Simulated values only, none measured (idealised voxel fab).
Process module under the name voxel spacer lines
Pictured: cross-section cut, 220 nm wide, on a grid of 5 nm square cells.
When this document writes out a cross-section, it uses a grid of square cells and lists it as bands, beginning at the top and moving down, with a band standing for one or more rows of cells. For a band, the entry starts with two heights in nm, that of the top and then that of the bottom, and carries on with the band's materials in order from left to right, each alongside its width in nm; the word "full width" beside a single material means it fills the band edge to edge, and "air" means empty space. Ref level 0: as-received wafer is one material below here. Bottom band extends down with no lower bound ("0 -> down"). With a width like "30 to 40", each row of cells in the band differs from the next by the same amount, the top row carrying the first number and the bottom row the second. No cell of the cross-section changed in a step that is given as "all unchanged". "Unvented voids": empty spaces of 8 cells or more with no open way to the top, each given as width x height at distance, distance from the left edge, all in nm. Heads up: the bit after the settings on a step's line is the simulator's remark on that step. The line of a step may include "overlay nm". On a step with a mask, this value is how far to the right of its planned place the mask lay. A negative value means the mask lay to the left.

Plan:
1 RECEIVE [material Si]
2 CONFORMAL_DEP [material Al2O3] [thk nm 10]
3 DIRECTIONAL_DEP [material TiN] [thk nm 15]
4 DIRECTIONAL_DEP [material aC] [thk nm 30]
5 PATTERN [tone cover] [mask id MANDREL] [material resist] [width nm 25] [pitch nm 80] [thk nm 40] [overlay nm 0]
6 DIRECTIONAL_ETCH [etch materials aC] [depth nm 30]
7 STRIP [etch materials resist]
8 CONFORMAL_DEP [material SiN] [thk nm 15]
9 DIRECTIONAL_ETCH [etch materials SiN] [depth nm 15]
10 STRIP [etch materials aC]
11 DIRECTIONAL_ETCH [etch materials TiN] [depth nm 15]
12 STRIP [etch materials SiN]
13 FILL_DEP [material SiO2] [thk nm 10]
14 CMP [height nm 25]

Wafer as received: cross-section following step 1:
> 0 -> down | Si full width
> Unvented voids: none

The module was run from the start shown above using the plan shown above, but one mistake was made doing it; the resulting wafer cross-section is below:
> 25 -> 10 | 5 SiO2  15 TiN  25 SiO2  15 TiN  25 SiO2  15 TiN  25 SiO2  15 TiN  25 SiO2  15 TiN  25 SiO2  15 TiN
> 10 -> 0 | Al2O3 full width
> 0 -> down | Si full width
> Unvented voids: none
In executing the process, a mistake was made relative to the plan: step 5 ran as: PATTERN [tone cover] [mask id MANDREL] [material resist] [width nm 25] [pitch nm 80] [thk nm 40] [overlay nm 5]
